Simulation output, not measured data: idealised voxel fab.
process module | voxel self aligned vias
cross-section cut | 300 nm wide | cells 5 nm
A cross-section is a grid of square cells, given in bands from the top down. A band is one or more rows of cells.
Each band's line starts with the height of the band's top and of its bottom, in nm. Then come its materials from left to right, each with its width in nm. One material with "throughout" fills the band from edge to edge. "air" is empty space.
Height 0 is the level under which the wafer as received is all one material. The lowest band goes on downwards, as in "0 down".
A width such as "30 to 40" changes by the same amount from each row of cells to the next, from the band's top row to its bottom row.
"no change" after a step means that no cell of the cross-section changed.
closed voids: empty space of 8 cells or more with no open way to the top, each as width x height at its distance from the left edge, in nm
after a step's settings: what the simulator itself notes on the step
overlay nm, on a step with a mask: how far to the right of its planned place the mask lay; to the left if negative
Each pair below shows a cross-section before one step and the cross-section after it, down to the lowest band that changed. The line under each pair gives the step between them, with its settings. The pairs can come from different runs of this module on the same starting wafer, so a pair continues from the pair above only where its "before" says so.
before
  55 to 40: SiCN throughout
  40 to 35: lowk 110 | SiN 25 | lowk 25 | SiN 25 | lowk 115
  35 to 20: lowk 110 | TiN 5 | W 15 | TiN 5 | lowk 25 | TiN 5 | W 15 | TiN 5 | lowk 115
  20 to 15: lowk 110 | TiN 25 | lowk 25 | TiN 25 | lowk 115
  15 to 10: SiCN throughout
  10 to 0: SiO2 throughout
  0 down: Si throughout
  closed voids: none
after
  60 to 55: TiN throughout
  below 55: unchanged
  closed voids: none
the step between: op CONFORMAL_DEP | material TiN | thk nm 5
before: the cross-section after the pair above
after
  70 to 60: Cu throughout
  below 60: unchanged
  closed voids: none
the step between: op FILL_DEP | material Cu | thk nm 10
before: the cross-section after the pair above
after
  55 to 40: SiCN throughout
  below 40: unchanged
  closed voids: none
the step between: op CMP | height nm 55
before: the cross-section after the pair above
after
  60 to 55: SiN throughout
  below 55: unchanged
  closed voids: none
the step between: op CONFORMAL_DEP | material SiN | thk nm 5
before
  55 to 40: lowk throughout
  40 to 35: lowk 110 | SiN 25 | lowk 25 | SiN 25 | lowk 115
  35 to 20: lowk 110 | TiN 5 | W 15 | TiN 5 | lowk 25 | TiN 5 | W 15 | TiN 5 | lowk 115
  20 to 15: lowk 110 | TiN 25 | lowk 25 | TiN 25 | lowk 115
  15 to 10: SiCN throughout
  10 to 0: SiO2 throughout
  0 down: Si throughout
  closed voids: none
after
  55 to 40: air 105 | lowk 35 | air 15 | lowk 35 | air 110
  below 40: unchanged
  closed voids: none
the step between: op MASKED_ETCH | tone cover | mask id VIAS | width nm 35 | pitch nm 50 | etch materials lowk | depth nm 15 | overlay nm 0
before: the cross-section after the pair above
after
  60 to 55: air 100 | TiN 45 | air 5 | TiN 45 | air 105
  55 to 45: air 100 | TiN 5 | lowk 35 | TiN 5 | air 5 | TiN 5 | lowk 35 | TiN 5 | air 105
  45 to 40: TiN 105 | lowk 35 | TiN 15 | lowk 35 | TiN 110
  below 40: unchanged
  closed voids: none
the step between: op CONFORMAL_DEP | material TiN | thk nm 5
before: the cross-section after the pair above
after
  70 to 60: Cu throughout
  60 to 55: Cu 100 | TiN 45 | Cu 5 | TiN 45 | Cu 105
  55 to 45: Cu 100 | TiN 5 | lowk 35 | TiN 5 | Cu 5 | TiN 5 | lowk 35 | TiN 5 | Cu 105
  below 45: unchanged
  closed voids: none
the step between: op FILL_DEP | material Cu | thk nm 10
before: the cross-section after the pair above
after
  55 to 45: Cu 100 | TiN 5 | lowk 35 | TiN 5 | Cu 5 | TiN 5 | lowk 35 | TiN 5 | Cu 105
  below 45: unchanged
  closed voids: none
the step between: op CMP | height nm 55
before: the cross-section after the pair above
after
  60 to 55: SiN throughout
  below 55: unchanged
  closed voids: none
the step between: op CONFORMAL_DEP | material SiN | thk nm 5
